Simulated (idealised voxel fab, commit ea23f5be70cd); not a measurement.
The process module that follows is named voxel spacer lines.
For reference, the cross-section in this document is cut, with width 225 nm and square cells of 5 nm.
Format of a cross-section: grid, square cells. Given as bands. Order: top down. Band: one or more rows of cells.
Basically the band line says how high the top is and how high the bottom is, in nm, and then what's in it from left to right, every material with its width in nm. Empty space shows up as "air", and if a single material carries "all across" it runs the full band edge to edge.
Heights from 0 (as-received wafer is one material below). Bottom band endless downward, as "0 down".
Read "30..40" as a graded width: first number on top, second number at the bottom, same change between each pair of neighbouring rows.
Given "remains unaltered" for a step, no cell of the cross-section differs between before and after that step.
If an empty space has no open way to the top and is at least 8 cells in size, "Trapped void list" lists it, written width x height at distance, where distance is measured from the left edge and every value is in nm.
Step line, after settings: the simulator's comment on this step.
Among the settings permitted on a step's line is "overlay nm"; applied to a step with a mask, it specifies the extent to which the mask lay to the right of its planned position, whereas a negative figure signifies a position to the left.

### So here's the lineup of process steps we planned
1: RECEIVE, material Si
2: CONFORMAL_DEP, material Al2O3, thk nm 10
3: DIRECTIONAL_DEP, material W, thk nm 15
4: DIRECTIONAL_DEP, material aC, thk nm 25
5: PATTERN, tone cover, mask id MANDREL, material resist, width nm 25, pitch nm 80, thk nm 30, overlay nm 0
6: DIRECTIONAL_ETCH, etch materials aC, depth nm 25
7: STRIP, etch materials resist
8: CONFORMAL_DEP, material SiO2, thk nm 15
9: DIRECTIONAL_ETCH, etch materials SiO2, depth nm 15
10: STRIP, etch materials aC
11: DIRECTIONAL_ETCH, etch materials W, depth nm 15
12: STRIP, etch materials SiO2

### First of two wafers, processed according to plan

### As-received wafer cross-section (after step 1)
    0 down: Si all across
    Trapped void list: none

### Take a look at the wafer's cross-section after step 2
    10 to 0: Al2O3 all across
    Beneath the level 0, the cross-section is identical to its previous state.

### Take a look at the wafer's cross-section after step 3
    25 to 10: W all across
    Beneath the level 10, the cross-section is identical to its previous state.

### Take a look at the wafer's cross-section after step 4
    50 to 25: aC all across
    Beneath the level 25, the cross-section is identical to its previous state.

### Take a look at the wafer's cross-section after step 5
    80 to 50: air 20 nm, resist 25 nm, air 55 nm, resist 25 nm, air 55 nm, resist 25 nm, air 20 nm
    Beneath the level 50, the cross-section is identical to its previous state.

### Take a look at the wafer's cross-section after step 6
    55 to 50: air 20 nm, resist 25 nm, air 55 nm, resist 25 nm, air 55 nm, resist 25 nm, air 20 nm
    50 to 25: air 20 nm, aC 25 nm, air 55 nm, aC 25 nm, air 55 nm, aC 25 nm, air 20 nm
    Beneath the level 25, the cross-section is identical to its previous state.

### Take a look at the wafer's cross-section after step 7
    50 to 25: air 20 nm, aC 25 nm, air 55 nm, aC 25 nm, air 55 nm, aC 25 nm, air 20 nm
    Beneath the level 25, the cross-section is identical to its previous state.

### Take a look at the wafer's cross-section after step 8
    65 to 50: air 5 nm, SiO2 55 nm, air 25 nm, SiO2 55 nm, air 25 nm, SiO2 55 nm, air 5 nm
    50 to 40: air 5 nm, SiO2 15 nm, aC 25 nm, SiO2 15 nm, air 25 nm, SiO2 15 nm, aC 25 nm, SiO2 15 nm, air 25 nm, SiO2 15 nm, aC 25 nm, SiO2 15 nm, air 5 nm
    40 to 25: SiO2 20 nm, aC 25 nm, SiO2 55 nm, aC 25 nm, SiO2 55 nm, aC 25 nm, SiO2 20 nm
    Beneath the level 25, the cross-section is identical to its previous state.

### Take a look at the wafer's cross-section after step 9
    50 to 25: air 5 nm, SiO2 15 nm, aC 25 nm, SiO2 15 nm, air 25 nm, SiO2 15 nm, aC 25 nm, SiO2 15 nm, air 25 nm, SiO2 15 nm, aC 25 nm, SiO2 15 nm, air 5 nm
    Beneath the level 25, the cross-section is identical to its previous state.

### Take a look at the wafer's cross-section after step 10
    50 to 25: air 5 nm, SiO2 15 nm, air 25 nm, SiO2 15 nm, air 25 nm, SiO2 15 nm, air 25 nm, SiO2 15 nm, air 25 nm, SiO2 15 nm, air 25 nm, SiO2 15 nm, air 5 nm
    Beneath the level 25, the cross-section is identical to its previous state.

### Take a look at the wafer's cross-section after step 11
    50 to 25: air 5 nm, SiO2 15 nm, air 25 nm, SiO2 15 nm, air 25 nm, SiO2 15 nm, air 25 nm, SiO2 15 nm, air 25 nm, SiO2 15 nm, air 25 nm, SiO2 15 nm, air 5 nm
    25 to 10: air 5 nm, W 15 nm, air 25 nm, W 15 nm, air 25 nm, W 15 nm, air 25 nm, W 15 nm, air 25 nm, W 15 nm, air 25 nm, W 15 nm, air 5 nm
    Beneath the level 10, the cross-section is identical to its previous state.

### Take a look at the wafer's cross-section after step 12
    25 to 10: air 5 nm, W 15 nm, air 25 nm, W 15 nm, air 25 nm, W 15 nm, air 25 nm, W 15 nm, air 25 nm, W 15 nm, air 25 nm, W 15 nm, air 5 nm
    Beneath the level 10, the cross-section is identical to its previous state.

### The Second Wafer: Common Origin and Plan, One Mistake in Execution, Identical to the First Through Step 1

Second wafer profile in section, at the moment step 2 of the plan was meant to be complete: remains unaltered

### Second wafer profile in section, at the moment step 3 of the plan was meant to be complete
    15 to 0: W all across
    Beneath the level 0, the cross-section is identical to its previous state.

### Second wafer profile in section, at the moment step 4 of the plan was meant to be complete
    40 to 15: aC all across
    Beneath the level 15, the cross-section is identical to its previous state.

### Second wafer profile in section, at the moment step 5 of the plan was meant to be complete
    70 to 40: air 20 nm, resist 25 nm, air 55 nm, resist 25 nm, air 55 nm, resist 25 nm, air 20 nm
    Beneath the level 40, the cross-section is identical to its previous state.

### Second wafer profile in section, at the moment step 6 of the plan was meant to be complete
    45 to 40: air 20 nm, resist 25 nm, air 55 nm, resist 25 nm, air 55 nm, resist 25 nm, air 20 nm
    40 to 15: air 20 nm, aC 25 nm, air 55 nm, aC 25 nm, air 55 nm, aC 25 nm, air 20 nm
    Beneath the level 15, the cross-section is identical to its previous state.

### Second wafer profile in section, at the moment step 7 of the plan was meant to be complete
    40 to 15: air 20 nm, aC 25 nm, air 55 nm, aC 25 nm, air 55 nm, aC 25 nm, air 20 nm
    Beneath the level 15, the cross-section is identical to its previous state.

### Second wafer profile in section, at the moment step 8 of the plan was meant to be complete
    55 to 40: air 5 nm, SiO2 55 nm, air 25 nm, SiO2 55 nm, air 25 nm, SiO2 55 nm, air 5 nm
    40 to 30: air 5 nm, SiO2 15 nm, aC 25 nm, SiO2 15 nm, air 25 nm, SiO2 15 nm, aC 25 nm, SiO2 15 nm, air 25 nm, SiO2 15 nm, aC 25 nm, SiO2 15 nm, air 5 nm
    30 to 15: SiO2 20 nm, aC 25 nm, SiO2 55 nm, aC 25 nm, SiO2 55 nm, aC 25 nm, SiO2 20 nm
    Beneath the level 15, the cross-section is identical to its previous state.

### Second wafer profile in section, at the moment step 9 of the plan was meant to be complete
    40 to 15: air 5 nm, SiO2 15 nm, aC 25 nm, SiO2 15 nm, air 25 nm, SiO2 15 nm, aC 25 nm, SiO2 15 nm, air 25 nm, SiO2 15 nm, aC 25 nm, SiO2 15 nm, air 5 nm
    Beneath the level 15, the cross-section is identical to its previous state.

### Second wafer profile in section, at the moment step 10 of the plan was meant to be complete
    40 to 15: air 5 nm, SiO2 15 nm, air 25 nm, SiO2 15 nm, air 25 nm, SiO2 15 nm, air 25 nm, SiO2 15 nm, air 25 nm, SiO2 15 nm, air 25 nm, SiO2 15 nm, air 5 nm
    Beneath the level 15, the cross-section is identical to its previous state.

### Second wafer profile in section, at the moment step 11 of the plan was meant to be complete
    40 to 15: air 5 nm, SiO2 15 nm, air 25 nm, SiO2 15 nm, air 25 nm, SiO2 15 nm, air 25 nm, SiO2 15 nm, air 25 nm, SiO2 15 nm, air 25 nm, SiO2 15 nm, air 5 nm
    15 to 0: air 5 nm, W 15 nm, air 25 nm, W 15 nm, air 25 nm, W 15 nm, air 25 nm, W 15 nm, air 25 nm, W 15 nm, air 25 nm, W 15 nm, air 5 nm
    Beneath the level 0, the cross-section is identical to its previous state.

### Second wafer profile in section, at the moment step 12 of the plan was meant to be complete
    15 to 0: air 5 nm, W 15 nm, air 25 nm, W 15 nm, air 25 nm, W 15 nm, air 25 nm, W 15 nm, air 25 nm, W 15 nm, air 25 nm, W 15 nm, air 5 nm
    Beneath the level 0, the cross-section is identical to its previous state.
Plan not followed: step 2 of the plan did not run at all; it was left out
It is noted that, at the conclusion of processing, the second wafer exhibits a higher or lower cell count for certain materials relative to the first: -90 Al2O3
